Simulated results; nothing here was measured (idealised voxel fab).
Module name: voxel ribs on slabs (process module)
The cross-section on display is named cut; it measures 155 nm wide, and its cells are 5 nm squares.
How to read a cross-section here: the picture is a grid of square cells, written as bands going from the top down, and any band can span one or more rows of cells.
Band entry format. Leading values: height of top, height of bottom, nm. Remainder: materials in left-to-right order, each with its width in nm. Special words: "everywhere" on a single material, which then fills the band edge to edge; "blank", empty space.
It should be noted that heights are counted from 0, beneath which the wafer as supplied is of one material throughout, and that the lowest band possesses no lower boundary but continues downward, as written in "0..down".
With a width like "30..40", each row of cells in the band differs from the next by the same amount, the top row carrying the first number and the bottom row the second.
Any step labelled "remains unaltered" changed none of the cells in the cross-section.
"closed voids" lists enclosed empty spaces (at least 8 cells, no open path upward to the top), each as width x height at distance from the left edge, in nm.
It should be noted that, on the line of a given step, the content following the step's settings is a remark produced by the simulator itself with respect to that step.
On any step carrying a mask, the "overlay nm" setting, if present on the step's line, tells how far right of its planned place the mask lay; negative values point to the left.

[This section lists the process steps that were planned]
| 1 | op RECEIVE | material Si |
| 2 | op DIRECTIONAL_DEP | material SiO2 | thk nm 20 |
| 3 | op DIRECTIONAL_DEP | material SiN | thk nm 15 |
| 4 | op DIRECTIONAL_DEP | material aC | thk nm 15 |
| 5 | op PATTERN | tone cover | mask id RIB | material resist | width nm 30 | thk nm 35 | overlay nm 0 |
| 6 | op DIRECTIONAL_ETCH | etch materials aC | depth nm 15 |
| 7 | op STRIP | etch materials resist |
| 8 | op DIRECTIONAL_ETCH | etch materials SiN | depth nm 10 |
| 9 | op STRIP | etch materials aC |
| 10 | op MASKED_ETCH | tone cover | mask id SLAB | width nm 90 | etch materials SiN | depth nm 5 | overlay nm 0 |
| 11 | op FILL_DEP | material SiO2 | thk nm 15 |
| 12 | op CMP | height nm 45 |
| 13 | op DIRECTIONAL_DEP | material W | thk nm 5 |
| 14 | op MASKED_ETCH | tone cover | mask id HEATER | width nm 40 | etch materials W | depth nm 5 | overlay nm 0 |
| 15 | op CONFORMAL_DEP | material SiN | thk nm 10 |

[Cross-section, incoming material, after step 1]
	0..down = Si everywhere
	closed voids: none

[Cross-section, end of module. Start: as above. Plan: as above. Execution: one mistake]
	50..45 = blank=55  W=40  blank=60
	45..35 = SiO2 everywhere
	35..25 = SiO2=60  SiN=30  SiO2=65
	25..20 = SiO2=30  SiN=90  SiO2=35
	20..0 = SiO2 everywhere
	0..down = Si everywhere
	closed voids: none
Here's what went sideways: plan step 15 skipped
